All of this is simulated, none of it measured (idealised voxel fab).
The following process module bears the name voxel wiring stack.
Square cell edge 5 nm, section width 195 nm, ID cut.
How to read a cross-section here: the picture is a grid of square cells, written as bands going from the top down, and any band can span one or more rows of cells.
Basically the band line says how high the top is and how high the bottom is, in nm, and then what's in it from left to right, every material with its width in nm. Empty space shows up as "air", and if a single material carries "edge to edge" it runs the full band edge to edge.
The level at which height equals 0 is the one under which the wafer, as it arrives, is entirely one material. No lower edge exists for the bottom band, which continues downward and is notated as in "0 and below".
Think of "30..40" as a width that walks from the first number to the second as you go down the band, top row to bottom row, taking equal-sized steps from row to row.
"nothing was modified" -> step changed no cross-section cell.
"Closed void table" lists enclosed empty spaces (at least 8 cells, no open path upward to the top), each as width x height at distance from the left edge, in nm.
What comes after the settings on a step's line is commentary from the simulator itself on that step.
"overlay nm" answers the question of how far to the right of plan the mask lay on a step that has a mask, and when it is negative the answer is to the left.
Pairs, read this way: before one process step on the one hand, after it on the other, the after cross-section ending at the lowest band that changed; the step between, settings included, beneath. Same starting wafer throughout, but possibly different runs of this module, so no pair continues from the pair above unless its entry headed "Ahead of processing" says so.
Ahead of processing
- 135 down to 120 = aC 15, then air 30, then aC 15, then air 30, then aC 15, then air 30, then aC 15, then air 30, then aC 15
- 120 down to 115 = SiO2 15, then air 30, then SiO2 15, then air 30, then SiO2 15, then air 30, then SiO2 15, then air 30, then SiO2 15
- 115 down to 100 = SiO2 15, then air 15, then aC 15, then SiO2 15, then aC 30, then SiO2 15, then air 15, then aC 15, then SiO2 15, then aC 30, then SiO2 15
- 100 down to 85 = SiO2 edge to edge
- 85 down to 80 = SiCN edge to edge
- 80 down to 65 = lowk 15, then W 30, then lowk 15, then W 30, then lowk 15, then W 30, then lowk 15, then W 30, then lowk 15
- 65 down to 60 = lowk 15, then TiN 30, then lowk 15, then TiN 30, then lowk 15, then TiN 30, then lowk 15, then TiN 30, then lowk 15
- 60 down to 55 = TiN 20, then Ru 5, then TiN 40, then Ru 5, then TiN 40, then Ru 5, then TiN 40, then Ru 5, then TiN 35
- 55 down to 35 = lowk 15, then TiN 5, then Ru 5, then TiN 5, then lowk 30, then TiN 5, then Ru 5, then TiN 5, then lowk 30, then TiN 5, then Ru 5, then TiN 5, then lowk 30, then TiN 5, then Ru 5, then TiN 5, then lowk 30
- 35 down to 30 = SiCN 15, then TiN 15, then SiCN 30, then TiN 15, then SiCN 30, then TiN 15, then SiCN 30, then TiN 15, then SiCN 30
- 30 down to 15 = lowk 15, then Ru 30, then lowk 15, then Ru 30, then lowk 15, then Ru 30, then lowk 15, then Ru 30, then lowk 15
- 15 down to 10 = lowk 15, then TiN 30, then lowk 15, then TiN 30, then lowk 15, then TiN 30, then lowk 15, then TiN 30, then lowk 15
- 10 down to 0 = SiO2 edge to edge
- 0 and below = Si edge to edge
- Closed void table: none
Post-Step Geometry
- 135 down to 120 = aC 15, then air 30, then aC 15, then air 30, then aC 15, then air 30, then aC 15, then air 30, then aC 15
- 120 down to 115 = SiO2 15, then air 30, then SiO2 15, then air 30, then SiO2 15, then air 30, then SiO2 15, then air 30, then SiO2 15
- 115 down to 100 = SiO2 15, then air 15, then aC 15, then SiO2 15, then aC 30, then SiO2 15, then air 15, then aC 15, then SiO2 15, then aC 30, then SiO2 15
- 100 down to 85 = SiO2 15, then air 15, then SiO2 75, then air 15, then SiO2 75
- Under 85: no change, same as before.
- Closed void table: none
So what happens between those two cross-sections up there? op DIRECTIONAL_ETCH | etch materials SiO2 | depth nm 15
Ahead of processing: The prior state of this step coincides with the post-step cross-section of the pair just above.
Post-Step Geometry
- 135 down to 120 = aC 15, then air 30, then aC 15, then air 30, then aC 15, then air 30, then aC 15, then air 30, then aC 15
- 120 down to 115 = SiO2 15, then air 30, then SiO2 15, then air 30, then SiO2 15, then air 30, then SiO2 15, then air 30, then SiO2 15
- 115 down to 100 = SiO2 15, then air 15, then aC 15, then SiO2 15, then aC 30, then SiO2 15, then air 15, then aC 15, then SiO2 15, then aC 30, then SiO2 15
- 100 down to 85 = SiO2 15, then air 15, then SiO2 75, then air 15, then SiO2 75
- 85 down to 80 = SiCN 15, then air 15, then SiCN 75, then air 15, then SiCN 75
- Under 80: no change, same as before.
- Closed void table: none
So what happens between those two cross-sections up there? op DIRECTIONAL_ETCH | etch materials SiCN | depth nm 5
Ahead of processing: The prior state of this step coincides with the post-step cross-section of the pair just above.
Post-Step Geometry
- 120 down to 100 = SiO2 15, then air 30, then SiO2 15, then air 30, then SiO2 15, then air 30, then SiO2 15, then air 30, then SiO2 15
- Under 100: no change, same as before.
- Closed void table: none
So what happens between those two cross-sections up there? op STRIP | etch materials aC
Ahead of processing: The prior state of this step coincides with the post-step cross-section of the pair just above.
Post-Step Geometry
- 125 down to 120 = TiN 20, then air 20, then TiN 25, then air 20, then TiN 25, then air 20, then TiN 25, then air 20, then TiN 20
- 120 down to 105 = SiO2 15, then TiN 5, then air 20, then TiN 5, then SiO2 15, then TiN 5, then air 20, then TiN 5, then SiO2 15, then TiN 5, then air 20, then TiN 5, then SiO2 15, then TiN 5, then air 20, then TiN 5, then SiO2 15
- 105 down to 100 = SiO2 15, then TiN 5, then air 5, then TiN 20, then SiO2 15, then TiN 30, then SiO2 15, then TiN 5, then air 5, then TiN 20, then SiO2 15, then TiN 30, then SiO2 15
- 100 down to 85 = SiO2 15, then TiN 5, then air 5, then TiN 5, then SiO2 75, then TiN 5, then air 5, then TiN 5, then SiO2 75
- 85 down to 80 = SiCN 15, then TiN 15, then SiCN 75, then TiN 15, then SiCN 75
- Under 80: no change, same as before.
- Closed void table: none
So what happens between those two cross-sections up there? op CONFORMAL_DEP | material TiN | thk nm 5
Ahead of processing: The prior state of this step coincides with the post-step cross-section of the pair just above.
Post-Step Geometry
- 130 down to 125 = Ru edge to edge
- 125 down to 120 = TiN 20, then Ru 20, then TiN 25, then Ru 20, then TiN 25, then Ru 20, then TiN 25, then Ru 20, then TiN 20
- 120 down to 105 = SiO2 15, then TiN 5, then Ru 20, then TiN 5, then SiO2 15, then TiN 5, then Ru 20, then TiN 5, then SiO2 15, then TiN 5, then Ru 20, then TiN 5, then SiO2 15, then TiN 5, then Ru 20, then TiN 5, then SiO2 15
- 105 down to 100 = SiO2 15, then TiN 5, then Ru 5, then TiN 20, then SiO2 15, then TiN 30, then SiO2 15, then TiN 5, then Ru 5, then TiN 20, then SiO2 15, then TiN 30, then SiO2 15
- 100 down to 85 = SiO2 15, then TiN 5, then Ru 5, then TiN 5, then SiO2 75, then TiN 5, then Ru 5, then TiN 5, then SiO2 75
- Under 85: no change, same as before.
- Closed void table: none
So what happens between those two cross-sections up there? op FILL_DEP | material Ru | thk nm 5
Ahead of processing: The prior state of this step coincides with the post-step cross-section of the pair just above.
Post-Step Geometry
- 120 down to 105 = SiO2 15, then TiN 5, then Ru 20, then TiN 5, then SiO2 15, then TiN 5, then Ru 20, then TiN 5, then SiO2 15, then TiN 5, then Ru 20, then TiN 5, then SiO2 15, then TiN 5, then Ru 20, then TiN 5, then SiO2 15
- Under 105: no change, same as before.
- Closed void table: none
So what happens between those two cross-sections up there? op CMP | height nm 120
Ahead of processing: The prior state of this step coincides with the post-step cross-section of the pair just above.
Post-Step Geometry
- 125 down to 120 = SiCN edge to edge
- Under 120: no change, same as before.
- Closed void table: none
So what happens between those two cross-sections up there? op CONFORMAL_DEP | material SiCN | thk nm 5
Ahead of processing
- 80 down to 65 = W edge to edge
- 65 down to 60 = TiN edge to edge
- 60 down to 40 = lowk 15, then TiN 5, then Ru 5, then TiN 5, then lowk 30, then TiN 5, then Ru 5, then TiN 5, then lowk 30, then TiN 5, then Ru 5, then TiN 5, then lowk 30, then TiN 5, then Ru 5, then TiN 5, then lowk 30
- 40 down to 35 = SiCN 15, then TiN 15, then SiCN 30, then TiN 15, then SiCN 30, then TiN 15, then SiCN 30, then TiN 15, then SiCN 30
- 35 down to 15 = lowk 15, then Ru 30, then lowk 15, then Ru 30, then lowk 15, then Ru 30, then lowk 15, then Ru 30, then lowk 15
- 15 down to 10 = lowk 15, then TiN 30, then lowk 15, then TiN 30, then lowk 15, then TiN 30, then lowk 15, then TiN 30, then lowk 15
- 10 down to 0 = SiO2 edge to edge
- 0 and below = Si edge to edge
- Closed void table: none
Post-Step Geometry
- 95 down to 80 = air 20, then resist 25, then air 20, then resist 25, then air 20, then resist 25, then air 20, then resist 25, then air 15
- Under 80: no change, same as before.
- Closed void table: none
So what happens between those two cross-sections up there? op PATTERN | tone cover | mask id METAL_2 | material resist | width nm 25 | pitch nm 45 | thk nm 15 | overlay nm 0
Ahead of processing: The prior state of this step coincides with the post-step cross-section of the pair just above.
Post-Step Geometry
- 95 down to 80 = air 20, then resist 25, then air 20, then resist 25, then air 20, then resist 25, then air 20, then resist 25, then air 15
- 80 down to 65 = air 20, then W 25, then air 20, then W 25, then air 20, then W 25, then air 20, then W 25, then air 15
- Under 65: no change, same as before.
- Closed void table: none
So what happens between those two cross-sections up there? op DIRECTIONAL_ETCH | etch materials W | depth nm 15
Ahead of processing: The prior state of this step coincides with the post-step cross-section of the pair just above.
Post-Step Geometry
- 95 down to 80 = air 20, then resist 25, then air 20, then resist 25, then air 20, then resist 25, then air 20, then resist 25, then air 15
- 80 down to 65 = air 20, then W 25, then air 20, then W 25, then air 20, then W 25, then air 20, then W 25, then air 15
- 65 down to 60 = air 20, then TiN 25, then air 20, then TiN 25, then air 20, then TiN 25, then air 20, then TiN 25, then air 15
- Under 60: no change, same as before.
- Closed void table: none
So what happens between those two cross-sections up there? op DIRECTIONAL_ETCH | etch materials TiN | depth nm 5
Ahead of processing: The prior state of this step coincides with the post-step cross-section of the pair just above.
Post-Step Geometry
- 80 down to 65 = air 20, then W 25, then air 20, then W 25, then air 20, then W 25, then air 20, then W 25, then air 15
- Under 65: no change, same as before.
- Closed void table: none
So what happens between those two cross-sections up there? op STRIP | etch materials resist
Ahead of processing: The prior state of this step coincides with the post-step cross-section of the pair just above.
Post-Step Geometry
- 90 down to 80 = lowk edge to edge
- 80 down to 65 = lowk 20, then W 25, then lowk 20, then W 25, then lowk 20, then W 25, then lowk 20, then W 25, then lowk 15
- 65 down to 60 = lowk 20, then TiN 25, then lowk 20, then TiN 25, then lowk 20, then TiN 25, then lowk 20, then TiN 25, then lowk 15
- Under 60: no change, same as before.
- Closed void table: none
So what happens between those two cross-sections up there? op FILL_DEP | material lowk | thk nm 10
Ahead of processing: The prior state of this step coincides with the post-step cross-section of the pair just above.
Post-Step Geometry
- 80 down to 65 = lowk 20, then W 25, then lowk 20, then W 25, then lowk 20, then W 25, then lowk 20, then W 25, then lowk 15
- Under 65: no change, same as before.
- Closed void table: none
So what happens between those two cross-sections up there? op CMP | height nm 80
Ahead of processing: The prior state of this step coincides with the post-step cross-section of the pair just above.
Post-Step Geometry
- 85 down to 80 = SiCN edge to edge
- Under 80: no change, same as before.
- Closed void table: none
So what happens between those two cross-sections up there? op CONFORMAL_DEP | material SiCN | thk nm 5
Ahead of processing: The prior state of this step coincides with the post-step cross-section of the pair just above.
Post-Step Geometry
- 120 down to 85 = SiO2 edge to edge
- Under 85: no change, same as before.
- Closed void table: none
So what happens between those two cross-sections up there? op DIRECTIONAL_DEP | material SiO2 | thk nm 35
Ahead of processing: The prior state of this step coincides with the post-step cross-section of the pair just above.
Post-Step Geometry
- 130 down to 120 = aC edge to edge
- Under 120: no change, same as before.
- Closed void table: none
So what happens between those two cross-sections up there? op DIRECTIONAL_DEP | material aC | thk nm 10
Ahead of processing: The prior state of this step coincides with the post-step cross-section of the pair just above.
Post-Step Geometry
- 160 down to 130 = resist 15, then air 30, then resist 15, then air 30, then resist 15, then air 30, then resist 15, then air 30, then resist 15
- Under 130: no change, same as before.
- Closed void table: none
So what happens between those two cross-sections up there? op PATTERN | tone open | mask id METAL_3 | material resist | width nm 30 | pitch nm 45 | thk nm 30 | overlay nm 0
Ahead of processing: The prior state of this step coincides with the post-step cross-section of the pair just above.
Post-Step Geometry
- 150 down to 130 = resist 15, then air 30, then resist 15, then air 30, then resist 15, then air 30, then resist 15, then air 30, then resist 15
- 130 down to 120 = aC 15, then air 30, then aC 15, then air 30, then aC 15, then air 30, then aC 15, then air 30, then aC 15
- Under 120: no change, same as before.
- Closed void table: none
So what happens between those two cross-sections up there? op DIRECTIONAL_ETCH | etch materials aC | depth nm 10
Ahead of processing: The prior state of this step coincides with the post-step cross-section of the pair just above.
Post-Step Geometry
- 130 down to 120 = aC 15, then air 30, then aC 15, then air 30, then aC 15, then air 30, then aC 15, then air 30, then aC 15
- Under 120: no change, same as before.
- Closed void table: none
So what happens between those two cross-sections up there? op STRIP | etch materials resist
Ahead of processing: The prior state of this step coincides with the post-step cross-section of the pair just above.
Post-Step Geometry
- 130 down to 120 = aC 15, then air 30, then aC 15, then air 30, then aC 15, then air 30, then aC 15, then air 30, then aC 15
- 120 down to 100 = SiO2 15, then air 30, then SiO2 15, then air 30, then SiO2 15, then air 30, then SiO2 15, then air 30, then SiO2 15
- Under 100: no change, same as before.
- Closed void table: none
So what happens between those two cross-sections up there? op DIRECTIONAL_ETCH | etch materials SiO2 | depth nm 20
Ahead of processing: The prior state of this step coincides with the post-step cross-section of the pair just above.
Post-Step Geometry
- 120 down to 100 = SiO2 15, then air 30, then SiO2 15, then air 30, then SiO2 15, then air 30, then SiO2 15, then air 30, then SiO2 15
- Under 100: no change, same as before.
- Closed void table: none
So what happens between those two cross-sections up there? op STRIP | etch materials aC
Ahead of processing: The prior state of this step coincides with the post-step cross-section of the pair just above.
Post-Step Geometry
- 135 down to 120 = aC 15, then air 30, then aC 15, then air 30, then aC 15, then air 30, then aC 15, then air 30, then aC 15
- 120 down to 115 = SiO2 15, then air 30, then SiO2 15, then air 30, then SiO2 15, then air 30, then SiO2 15, then air 30, then SiO2 15
- 115 down to 100 = SiO2 15, then aC 30, then SiO2 15, then aC 30, then SiO2 15, then aC 30, then SiO2 15, then aC 30, then SiO2 15
- Under 100: no change, same as before.
- Closed void table: none
So what happens between those two cross-sections up there? op DIRECTIONAL_DEP | material aC | thk nm 15
Ahead of processing: The prior state of this step coincides with the post-step cross-section of the pair just above.
Post-Step Geometry
- 165 down to 135 = resist 15, then air 15, then resist 75, then air 15, then resist 75
- 135 down to 120 = aC 15, then air 15, then resist 15, then aC 15, then resist 30, then aC 15, then air 15, then resist 15, then aC 15, then resist 30, then aC 15
- 120 down to 115 = SiO2 15, then air 15, then resist 15, then SiO2 15, then resist 30, then SiO2 15, then air 15, then resist 15, then SiO2 15, then resist 30, then SiO2 15
- Under 115: no change, same as before.
- Closed void table: none
So what happens between those two cross-sections up there? op PATTERN | tone open | mask id METAL_3_HOLES | material resist | width nm 15 | pitch nm 90 | thk nm 30 | overlay nm 0
Ahead of processing: The prior state of this step coincides with the post-step cross-section of the pair just above.
Post-Step Geometry
- 150 down to 135 = resist 15, then air 15, then resist 75, then air 15, then resist 75
- 135 down to 120 = aC 15, then air 15, then resist 15, then aC 15, then resist 30, then aC 15, then air 15, then resist 15, then aC 15, then resist 30, then aC 15
- 120 down to 115 = SiO2 15, then air 15, then resist 15, then SiO2 15, then resist 30, then SiO2 15, then air 15, then resist 15, then SiO2 15, then resist 30, then SiO2 15
- 115 down to 100 = SiO2 15, then air 15, then aC 15, then SiO2 15, then aC 30, then SiO2 15, then air 15, then aC 15, then SiO2 15, then aC 30, then SiO2 15
- Under 100: no change, same as before.
- Closed void table: none
So what happens between those two cross-sections up there? op DIRECTIONAL_ETCH | etch materials aC | depth nm 15
Ahead of processing: The prior state of this step coincides with the post-step cross-section of the pair just above.
Post-Step Geometry
- 135 down to 120 = aC 15, then air 30, then aC 15, then air 30, then aC 15, then air 30, then aC 15, then air 30, then aC 15
- 120 down to 115 = SiO2 15, then air 30, then SiO2 15, then air 30, then SiO2 15, then air 30, then SiO2 15, then air 30, then SiO2 15
- Under 115: no change, same as before.
- Closed void table: none
So what happens between those two cross-sections up there? op STRIP | etch materials resist
Ahead of processing: The prior state of this step coincides with the post-step cross-section of the pair just above.
Post-Step Geometry
- 135 down to 120 = aC 15, then air 30, then aC 15, then air 30, then aC 15, then air 30, then aC 15, then air 30, then aC 15
- 120 down to 115 = SiO2 15, then air 30, then SiO2 15, then air 30, then SiO2 15, then air 30, then SiO2 15, then air 30, then SiO2 15
- 115 down to 100 = SiO2 15, then air 15, then aC 15, then SiO2 15, then aC 30, then SiO2 15, then air 15, then aC 15, then SiO2 15, then aC 30, then SiO2 15
- 100 down to 85 = SiO2 15, then air 15, then SiO2 75, then air 15, then SiO2 75
- Under 85: no change, same as before.
- Closed void table: none
So what happens between those two cross-sections up there? op DIRECTIONAL_ETCH | etch materials SiO2 | depth nm 15
Ahead of processing: The prior state of this step coincides with the post-step cross-section of the pair just above.
Post-Step Geometry
- 135 down to 120 = aC 15, then air 30, then aC 15, then air 30, then aC 15, then air 30, then aC 15, then air 30, then aC 15
- 120 down to 115 = SiO2 15, then air 30, then SiO2 15, then air 30, then SiO2 15, then air 30, then SiO2 15, then air 30, then SiO2 15
- 115 down to 100 = SiO2 15, then air 15, then aC 15, then SiO2 15, then aC 30, then SiO2 15, then air 15, then aC 15, then SiO2 15, then aC 30, then SiO2 15
- 100 down to 85 = SiO2 15, then air 15, then SiO2 75, then air 15, then SiO2 75
- 85 down to 80 = SiCN 15, then air 15, then SiCN 75, then air 15, then SiCN 75
- Under 80: no change, same as before.
- Closed void table: none
So what happens between those two cross-sections up there? op DIRECTIONAL_ETCH | etch materials SiCN | depth nm 5
Ahead of processing: The prior state of this step coincides with the post-step cross-section of the pair just above.
Post-Step Geometry
- 120 down to 100 = SiO2 15, then air 30, then SiO2 15, then air 30, then SiO2 15, then air 30, then SiO2 15, then air 30, then SiO2 15
- Under 100: no change, same as before.
- Closed void table: none
So what happens between those two cross-sections up there? op STRIP | etch materials aC
Ahead of processing: The prior state of this step coincides with the post-step cross-section of the pair just above.
Post-Step Geometry
- 125 down to 120 = TiN 20, then air 20, then TiN 25, then air 20, then TiN 25, then air 20, then TiN 25, then air 20, then TiN 20
- 120 down to 105 = SiO2 15, then TiN 5, then air 20, then TiN 5, then SiO2 15, then TiN 5, then air 20, then TiN 5, then SiO2 15, then TiN 5, then air 20, then TiN 5, then SiO2 15, then TiN 5, then air 20, then TiN 5, then SiO2 15
- 105 down to 100 = SiO2 15, then TiN 5, then air 5, then TiN 20, then SiO2 15, then TiN 30, then SiO2 15, then TiN 5, then air 5, then TiN 20, then SiO2 15, then TiN 30, then SiO2 15
- 100 down to 85 = SiO2 15, then TiN 5, then air 5, then TiN 5, then SiO2 75, then TiN 5, then air 5, then TiN 5, then SiO2 75
- 85 down to 80 = SiCN 15, then TiN 15, then SiCN 75, then TiN 15, then SiCN 75
- Under 80: no change, same as before.
- Closed void table: none
So what happens between those two cross-sections up there? op CONFORMAL_DEP | material TiN | thk nm 5
Ahead of processing: The prior state of this step coincides with the post-step cross-section of the pair just above.
Post-Step Geometry
- 130 down to 125 = Ru edge to edge
- 125 down to 120 = TiN 20, then Ru 20, then TiN 25, then Ru 20, then TiN 25, then Ru 20, then TiN 25, then Ru 20, then TiN 20
- 120 down to 105 = SiO2 15, then TiN 5, then Ru 20, then TiN 5, then SiO2 15, then TiN 5, then Ru 20, then TiN 5, then SiO2 15, then TiN 5, then Ru 20, then TiN 5, then SiO2 15, then TiN 5, then Ru 20, then TiN 5, then SiO2 15
- 105 down to 100 = SiO2 15, then TiN 5, then Ru 5, then TiN 20, then SiO2 15, then TiN 30, then SiO2 15, then TiN 5, then Ru 5, then TiN 20, then SiO2 15, then TiN 30, then SiO2 15
- 100 down to 85 = SiO2 15, then TiN 5, then Ru 5, then TiN 5, then SiO2 75, then TiN 5, then Ru 5, then TiN 5, then SiO2 75
- Under 85: no change, same as before.
- Closed void table: none
So what happens between those two cross-sections up there? op FILL_DEP | material Ru | thk nm 5
Ahead of processing: The prior state of this step coincides with the post-step cross-section of the pair just above.
Post-Step Geometry
- 120 down to 105 = SiO2 15, then TiN 5, then Ru 20, then TiN 5, then SiO2 15, then TiN 5, then Ru 20, then TiN 5, then SiO2 15, then TiN 5, then Ru 20, then TiN 5, then SiO2 15, then TiN 5, then Ru 20, then TiN 5, then SiO2 15
- Under 105: no change, same as before.
- Closed void table: none
So what happens between those two cross-sections up there? op CMP | height nm 120
Ahead of processing: The prior state of this step coincides with the post-step cross-section of the pair just above.
Post-Step Geometry
- 125 down to 120 = SiCN edge to edge
- Under 120: no change, same as before.
- Closed void table: none
So what happens between those two cross-sections up there? op CONFORMAL_DEP | material SiCN | thk nm 5
Ahead of processing
- 135 down to 120 = aC 15, then air 30, then aC 15, then air 30, then aC 15, then air 30, then aC 15, then air 30, then aC 15
- 120 down to 115 = SiO2 15, then air 30, then SiO2 15, then air 30, then SiO2 15, then air 30, then SiO2 15, then air 30, then SiO2 15
- 115 down to 100 = SiO2 15, then aC 30, then SiO2 15, then aC 30, then SiO2 15, then aC 30, then SiO2 15, then aC 30, then SiO2 15
- 100 down to 85 = SiO2 edge to edge
- 85 down to 80 = SiCN edge to edge
- 80 down to 65 = lowk 15, then W 30, then lowk 15, then W 30, then lowk 15, then W 30, then lowk 15, then W 30, then lowk 15
- 65 down to 60 = lowk 15, then TiN 30, then lowk 15, then TiN 30, then lowk 15, then TiN 30, then lowk 15, then TiN 30, then lowk 15
- 60 down to 40 = lowk 15, then TiN 5, then Ru 5, then TiN 5, then lowk 30, then TiN 5, then Ru 5, then TiN 5, then lowk 30, then TiN 5, then Ru 5, then TiN 5, then lowk 30, then TiN 5, then Ru 5, then TiN 5, then lowk 30
- 40 down to 35 = SiCN 15, then TiN 15, then SiCN 30, then TiN 15, then SiCN 30, then TiN 15, then SiCN 30, then TiN 15, then SiCN 30
- 35 down to 15 = lowk 15, then Ru 30, then lowk 15, then Ru 30, then lowk 15, then Ru 30, then lowk 15, then Ru 30, then lowk 15
- 15 down to 10 = lowk 15, then TiN 30, then lowk 15, then TiN 30, then lowk 15, then TiN 30, then lowk 15, then TiN 30, then lowk 15
- 10 down to 0 = SiO2 edge to edge
- 0 and below = Si edge to edge
- Closed void table: none
Post-Step Geometry
- 165 down to 135 = resist 20, then air 15, then resist 75, then air 15, then resist 70
- 135 down to 120 = aC 15, then resist 5, then air 15, then resist 10, then aC 15, then resist 30, then aC 15, then resist 5, then air 15, then resist 10, then aC 15, then resist 30, then aC 15
- 120 down to 115 = SiO2 15, then resist 5, then air 15, then resist 10, then SiO2 15, then resist 30, then SiO2 15, then resist 5, then air 15, then resist 10, then SiO2 15, then resist 30, then SiO2 15
- Under 115: no change, same as before.
- Closed void table: none
So what happens between those two cross-sections up there? op PATTERN | tone open | mask id METAL_3_HOLES | material resist | width nm 15 | pitch nm 90 | thk nm 30 | overlay nm 5
Ahead of processing: The prior state of this step coincides with the post-step cross-section of the pair just above.
Post-Step Geometry
- 150 down to 135 = resist 20, then air 15, then resist 75, then air 15, then resist 70
- 135 down to 120 = aC 15, then resist 5, then air 15, then resist 10, then aC 15, then resist 30, then aC 15, then resist 5, then air 15, then resist 10, then aC 15, then resist 30, then aC 15
- 120 down to 115 = SiO2 15, then resist 5, then air 15, then resist 10, then SiO2 15, then resist 30, then SiO2 15, then resist 5, then air 15, then resist 10, then SiO2 15, then resist 30, then SiO2 15
- 115 down to 100 = SiO2 15, then aC 5, then air 15, then aC 10, then SiO2 15, then aC 30, then SiO2 15, then aC 5, then air 15, then aC 10, then SiO2 15, then aC 30, then SiO2 15
- Under 100: no change, same as before.
- Closed void table: none
So what happens between those two cross-sections up there? op DIRECTIONAL_ETCH | etch materials aC | depth nm 15
Ahead of processing: The prior state of this step coincides with the post-step cross-section of the pair just above.
Post-Step Geometry
- 135 down to 120 = aC 15, then air 30, then aC 15, then air 30, then aC 15, then air 30, then aC 15, then air 30, then aC 15
- 120 down to 115 = SiO2 15, then air 30, then SiO2 15, then air 30, then SiO2 15, then air 30, then SiO2 15, then air 30, then SiO2 15
- Under 115: no change, same as before.
- Closed void table: none
So what happens between those two cross-sections up there? op STRIP | etch materials resist
Ahead of processing: The prior state of this step coincides with the post-step cross-section of the pair just above.
Post-Step Geometry
- 135 down to 120 = aC 15, then air 30, then aC 15, then air 30, then aC 15, then air 30, then aC 15, then air 30, then aC 15
- 120 down to 115 = SiO2 15, then air 30, then SiO2 15, then air 30, then SiO2 15, then air 30, then SiO2 15, then air 30, then SiO2 15
- 115 down to 100 = SiO2 15, then aC 5, then air 15, then aC 10, then SiO2 15, then aC 30, then SiO2 15, then aC 5, then air 15, then aC 10, then SiO2 15, then aC 30, then SiO2 15
- 100 down to 85 = SiO2 20, then air 15, then SiO2 75, then air 15, then SiO2 70
- Under 85: no change, same as before.
- Closed void table: none
So what happens between those two cross-sections up there? op DIRECTIONAL_ETCH | etch materials SiO2 | depth nm 15
Ahead of processing: The prior state of this step coincides with the post-step cross-section of the pair just above.
Post-Step Geometry
- 135 down to 120 = aC 15, then air 30, then aC 15, then air 30, then aC 15, then air 30, then aC 15, then air 30, then aC 15
- 120 down to 115 = SiO2 15, then air 30, then SiO2 15, then air 30, then SiO2 15, then air 30, then SiO2 15, then air 30, then SiO2 15
- 115 down to 100 = SiO2 15, then aC 5, then air 15, then aC 10, then SiO2 15, then aC 30, then SiO2 15, then aC 5, then air 15, then aC 10, then SiO2 15, then aC 30, then SiO2 15
- 100 down to 85 = SiO2 20, then air 15, then SiO2 75, then air 15, then SiO2 70
- 85 down to 80 = SiCN 20, then air 15, then SiCN 75, then air 15, then SiCN 70
- Under 80: no change, same as before.
- Closed void table: none
So what happens between those two cross-sections up there? op DIRECTIONAL_ETCH | etch materials SiCN | depth nm 5
Ahead of processing: The prior state of this step coincides with the post-step cross-section of the pair just above.
Post-Step Geometry
- 120 down to 100 = SiO2 15, then air 30, then SiO2 15, then air 30, then SiO2 15, then air 30, then SiO2 15, then air 30, then SiO2 15
- Under 100: no change, same as before.
- Closed void table: none
So what happens between those two cross-sections up there? op STRIP | etch materials aC
Ahead of processing: The prior state of this step coincides with the post-step cross-section of the pair just above.
Post-Step Geometry
- 125 down to 120 = TiN 20, then air 20, then TiN 25, then air 20, then TiN 25, then air 20, then TiN 25, then air 20, then TiN 20
- 120 down to 105 = SiO2 15, then TiN 5, then air 20, then TiN 5, then SiO2 15, then TiN 5, then air 20, then TiN 5, then SiO2 15, then TiN 5, then air 20, then TiN 5, then SiO2 15, then TiN 5, then air 20, then TiN 5, then SiO2 15
- 105 down to 100 = SiO2 15, then TiN 10, then air 5, then TiN 15, then SiO2 15, then TiN 30, then SiO2 15, then TiN 10, then air 5, then TiN 15, then SiO2 15, then TiN 30, then SiO2 15
- 100 down to 85 = SiO2 20, then TiN 5, then air 5, then TiN 5, then SiO2 75, then TiN 5, then air 5, then TiN 5, then SiO2 70
- 85 down to 80 = SiCN 20, then TiN 15, then SiCN 75, then TiN 15, then SiCN 70
- Under 80: no change, same as before.
- Closed void table: none
So what happens between those two cross-sections up there? op CONFORMAL_DEP | material TiN | thk nm 5
Ahead of processing: The prior state of this step coincides with the post-step cross-section of the pair just above.
Post-Step Geometry
- 130 down to 125 = Ru edge to edge
- 125 down to 120 = TiN 20, then Ru 20, then TiN 25, then Ru 20, then TiN 25, then Ru 20, then TiN 25, then Ru 20, then TiN 20
- 120 down to 105 = SiO2 15, then TiN 5, then Ru 20, then TiN 5, then SiO2 15, then TiN 5, then Ru 20, then TiN 5, then SiO2 15, then TiN 5, then Ru 20, then TiN 5, then SiO2 15, then TiN 5, then Ru 20, then TiN 5, then SiO2 15
- 105 down to 100 = SiO2 15, then TiN 10, then Ru 5, then TiN 15, then SiO2 15, then TiN 30, then SiO2 15, then TiN 10, then Ru 5, then TiN 15, then SiO2 15, then TiN 30, then SiO2 15
- 100 down to 85 = SiO2 20, then TiN 5, then Ru 5, then TiN 5, then SiO2 75, then TiN 5, then Ru 5, then TiN 5, then SiO2 70
- Under 85: no change, same as before.
- Closed void table: none
So what happens between those two cross-sections up there? op FILL_DEP | material Ru | thk nm 5
Ahead of processing: The prior state of this step coincides with the post-step cross-section of the pair just above.
Post-Step Geometry
- 120 down to 105 = SiO2 15, then TiN 5, then Ru 20, then TiN 5, then SiO2 15, then TiN 5, then Ru 20, then TiN 5, then SiO2 15, then TiN 5, then Ru 20, then TiN 5, then SiO2 15, then TiN 5, then Ru 20, then TiN 5, then SiO2 15
- Under 105: no change, same as before.
- Closed void table: none
So what happens between those two cross-sections up there? op CMP | height nm 120
Ahead of processing: The prior state of this step coincides with the post-step cross-section of the pair just above.
Post-Step Geometry
- 125 down to 120 = SiCN edge to edge
- Under 120: no change, same as before.
- Closed void table: none
So what happens between those two cross-sections up there? op CONFORMAL_DEP | material SiCN | thk nm 5
Ahead of processing
- 65 down to 60 = TiN edge to edge
- 60 down to 40 = lowk 15, then TiN 5, then Ru 5, then TiN 5, then lowk 30, then TiN 5, then Ru 5, then TiN 5, then lowk 30, then TiN 5, then Ru 5, then TiN 5, then lowk 30, then TiN 5, then Ru 5, then TiN 5, then lowk 30
- 40 down to 35 = SiCN 15, then TiN 15, then SiCN 30, then TiN 15, then SiCN 30, then TiN 15, then SiCN 30, then TiN 15, then SiCN 30
- 35 down to 15 = lowk 15, then Ru 30, then lowk 15, then Ru 30, then lowk 15, then Ru 30, then lowk 15, then Ru 30, then lowk 15
- 15 down to 10 = lowk 15, then TiN 30, then lowk 15, then TiN 30, then lowk 15, then TiN 30, then lowk 15, then TiN 30, then lowk 15
- 10 down to 0 = SiO2 edge to edge
- 0 and below = Si edge to edge
- Closed void table: none
Post-Step Geometry
- 80 down to 65 = SiO2 edge to edge
- Under 65: no change, same as before.
- Closed void table: none
So what happens between those two cross-sections up there? op DIRECTIONAL_DEP | material SiO2 | thk nm 15
Ahead of processing: The prior state of this step coincides with the post-step cross-section of the pair just above.
Post-Step Geometry
- 95 down to 80 = air 15, then resist 30, then air 15, then resist 30, then air 15, then resist 30, then air 15, then resist 30, then air 15
- Under 80: no change, same as before.
- Closed void table: none
So what happens between those two cross-sections up there? op PATTERN | tone cover | mask id METAL_2 | material resist | width nm 30 | pitch nm 45 | thk nm 15 | overlay nm 0
